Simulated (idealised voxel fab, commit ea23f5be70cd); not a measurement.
process module | voxel double patterning
cross-section cut | 175 nm wide | cells 5 nm
A cross-section is a grid of square cells, given in bands from the top down. A band is one or more rows of cells.
Each band's line starts with the height of the band's top and of its bottom, in nm. Then come its materials from left to right, each with its width in nm. One material with "throughout" fills the band from edge to edge. "air" is empty space.
Height 0 is the level under which the wafer as received is all one material. The lowest band goes on downwards, as in "0 down".
A width such as "30 to 40" changes by the same amount from each row of cells to the next, from the band's top row to its bottom row.
"no change" after a step means that no cell of the cross-section changed.
closed voids: empty space of 8 cells or more with no open way to the top, each as width x height at its distance from the left edge, in nm
after a step's settings: what the simulator itself notes on the step
overlay nm, on a step with a mask: how far to the right of its planned place the mask lay; to the left if negative
plan
1 op RECEIVE | material Si
2 op CONFORMAL_DEP | material SiO2 | thk nm 5
3 op DIRECTIONAL_DEP | material W | thk nm 10
4 op DIRECTIONAL_DEP | material SiCN | thk nm 10
5 op DIRECTIONAL_DEP | material aC | thk nm 5
6 op PATTERN | tone open | mask id FIRST | material resist | width nm 15 | pitch nm 50 | thk nm 30 | overlay nm 0
7 op DIRECTIONAL_ETCH | etch materials aC | depth nm 10
8 op STRIP | etch materials resist
9 op DIRECTIONAL_ETCH | etch materials SiCN | depth nm 10
10 op STRIP | etch materials aC
11 op PATTERN | tone open | mask id SECOND | material resist | width nm 15 | thk nm 20 | overlay nm 0
12 op DIRECTIONAL_ETCH | etch materials SiCN | depth nm 10
13 op STRIP | etch materials resist
14 op DIRECTIONAL_ETCH | etch materials W | depth nm 10
15 op STRIP | etch materials SiCN
varied across the wafers: thk nm of step 5. The plan shows the first wafer's value. All wafers start alike
first wafer as received, after step 1
  0 down: Si throughout
  closed voids: none
first wafer at the end, after step 15
  15 to 5: W 55 | air 15 | W 10 | air 15 | W 10 | air 15 | W 55
  5 to 0: SiO2 throughout
  0 down: Si throughout
  closed voids: none
last wafer at the end
  15 to 5: W 80 | air 15 | W 80
  5 to 0: SiO2 throughout
  0 down: Si throughout
  closed voids: none
each wafer at the end: cells of each material gained (+) or lost (-) since it was received, then its closed voids
thk nm 5 | +35 SiO2 | +52 W | closed voids: none
thk nm 10 | +35 SiO2 | +52 W | closed voids: none
thk nm 15 | +35 SiO2 | +64 W | closed voids: none
thk nm 20 | +35 SiO2 | +64 W | closed voids: none
thk nm 25 | +35 SiO2 | +64 W | closed voids: none
